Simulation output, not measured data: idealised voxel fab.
process module | voxel transistor to metal
cross-section cut | 300 nm wide | cells 5 nm
A cross-section is a grid of square cells, given in bands from the top down. A band is one or more rows of cells.
Each band's line starts with the height of the band's top and of its bottom, in nm. Then come its materials from left to right, each with its width in nm. One material with "throughout" fills the band from edge to edge. "air" is empty space.
Height 0 is the level under which the wafer as received is all one material. The lowest band goes on downwards, as in "0 down".
A width such as "30 to 40" changes by the same amount from each row of cells to the next, from the band's top row to its bottom row.
"no change" after a step means that no cell of the cross-section changed.
closed voids: empty space of 8 cells or more with no open way to the top, each as width x height at its distance from the left edge, in nm
after a step's settings: what the simulator itself notes on the step
overlay nm, on a step with a mask: how far to the right of its planned place the mask lay; to the left if negative
plan
1 op RECEIVE | material Si
2 op OXIDIZE | depth nm 5
3 op CONFORMAL_DEP | material SiN | thk nm 10
4 op MASKED_ETCH | tone cover | mask id ACTIVE | width nm 105 | pitch nm 130 | etch materials SiN | depth nm 10 | overlay nm 0
5 op MASKED_ETCH | tone cover | mask id ACTIVE | width nm 105 | pitch nm 130 | etch materials SiO2 | depth nm 5 | overlay nm 0
6 op MASKED_ETCH | tone cover | mask id ACTIVE | width nm 105 | pitch nm 130 | etch materials Si | depth nm 30 | overlay nm 0
7 op FILL_DEP | material SiO2 | thk nm 15
8 op CMP | height nm 10
9 op SELECTIVE_ETCH | etch materials SiO2 | depth nm 5
10 op STRIP | etch materials SiN
11 op SELECTIVE_ETCH | etch materials SiO2 | depth nm 5
12 op OXIDIZE | depth nm 5
13 op DIRECTIONAL_DEP | material polySi | thk nm 30
14 op DIRECTIONAL_DEP | material SiCN | thk nm 15
15 op MASKED_ETCH | tone cover | mask id GATE | width nm 15 | pitch nm 130 | etch materials SiCN | depth nm 25 | overlay nm 0
16 op MASKED_ETCH | tone cover | mask id GATE | width nm 15 | pitch nm 130 | etch materials polySi | depth nm 40 | overlay nm 0
17 op CONFORMAL_DEP | material SiN | thk nm 10
18 op DIRECTIONAL_ETCH | etch materials SiN | depth nm 10
19 op DIRECTIONAL_ETCH | etch materials SiO2 | depth nm 5
20 op EPI | material SiGe | thk nm 5
21 op FILL_DEP | material SiO2 | thk nm 5
22 op CMP | height nm 40
23 op DIRECTIONAL_DEP | material SiO2 | thk nm 10
24 op DIRECTIONAL_DEP | material aC | thk nm 10
25 op PATTERN | tone open | mask id CONTACT | material resist | width nm 30 | thk nm 25 | overlay nm 0
26 op DIRECTIONAL_ETCH | etch materials aC | depth nm 10
27 op STRIP | etch materials resist
28 op DIRECTIONAL_ETCH | etch materials SiO2 | depth nm 55
29 op STRIP | etch materials aC
30 op CONFORMAL_DEP | material TiN | thk nm 5
31 op FILL_DEP | material W | thk nm 5
32 op CMP | height nm 50
33 op CONFORMAL_DEP | material SiN | thk nm 5
34 op DIRECTIONAL_DEP | material lowk | thk nm 25
35 op DIRECTIONAL_DEP | material aC | thk nm 15
36 op PATTERN | tone open | mask id METAL_1 | material resist | width nm 20 | pitch nm 65 | thk nm 35 | overlay nm 0
37 op DIRECTIONAL_ETCH | etch materials aC | depth nm 15
38 op STRIP | etch materials resist
39 op DIRECTIONAL_ETCH | etch materials lowk | depth nm 25
40 op DIRECTIONAL_ETCH | etch materials SiN | depth nm 5
41 op STRIP | etch materials aC
42 op CONFORMAL_DEP | material TiN | thk nm 5
43 op FILL_DEP | material Ru | thk nm 10
44 op CMP | height nm 80
45 op EPI | material Ru | thk nm 5
46 op FILL_DEP | material SiCN | thk nm 5
as received, after step 1
  0 down: Si throughout
  closed voids: none
a wafer at the end: this start, this plan, one mistake
  90 to 85: SiCN throughout
  85 to 80: SiCN 35 | Ru 30 | SiCN 35 | Ru 30 | SiCN 35 | Ru 30 | SiCN 35 | Ru 30 | SiCN 40
  80 to 55: lowk 40 | TiN 5 | Ru 10 | TiN 5 | lowk 45 | TiN 5 | Ru 10 | TiN 5 | lowk 45 | TiN 5 | Ru 10 | TiN 5 | lowk 45 | TiN 5 | Ru 10 | TiN 5 | lowk 45
  55 to 50: SiN 40 | TiN 20 | SiN 45 | TiN 20 | SiN 45 | TiN 20 | SiN 45 | TiN 20 | SiN 45
  50 to 40: SiO2 40 | TiN 5 | W 20 to 15 | TiN 5 to 10 | SiO2 25 | TiN 5 to 10 | W 20 to 15 | TiN 5 | SiO2 45 | TiN 5 | W 20 to 15 | TiN 5 to 10 | SiO2 25 | TiN 5 to 10 | W 20 to 15 | TiN 5 | SiO2 45
  40 to 30: SiO2 40 | TiN 5 | W 15 | TiN 5 | SiN 10 | SiCN 15 | SiN 10 | TiN 5 | W 15 | TiN 5 | SiO2 45 | TiN 5 | W 15 | TiN 5 | SiN 10 | SiCN 15 | SiN 10 | TiN 5 | W 15 | TiN 5 | SiO2 45
  30 to 5: SiO2 40 | TiN 5 | W 15 | TiN 5 | SiN 10 | polySi 15 | SiN 10 | TiN 5 | W 15 | TiN 5 | SiO2 45 | TiN 5 | W 15 | TiN 5 | SiN 10 | polySi 15 | SiN 10 | TiN 5 | W 15 | TiN 5 | SiO2 45
  5 to 0: SiO2 40 | TiN 25 | SiN 10 | polySi 15 | SiN 10 | TiN 25 | SiO2 45 | TiN 25 | SiN 10 | polySi 15 | SiN 10 | TiN 25 | SiO2 45
  0 to -5: SiO2 25 | SiN 10 | SiGe 30 | SiO2 35 | SiGe 30 | SiN 10 | SiO2 15 | SiN 10 | SiGe 30 | SiO2 35 | SiGe 30 | SiN 10 | SiO2 30
  -5 to -10: SiGe 25 | SiO2 15 | Si 85 | SiO2 15 | SiGe 15 | SiO2 15 | Si 85 | SiO2 15 | SiGe 30
  -10 down: Si throughout
  closed voids: none
what went wrong: step 4 ran as: op MASKED_ETCH | tone open | mask id ACTIVE | width nm 105 | pitch nm 130 | etch materials SiN | depth nm 10 | overlay nm 0
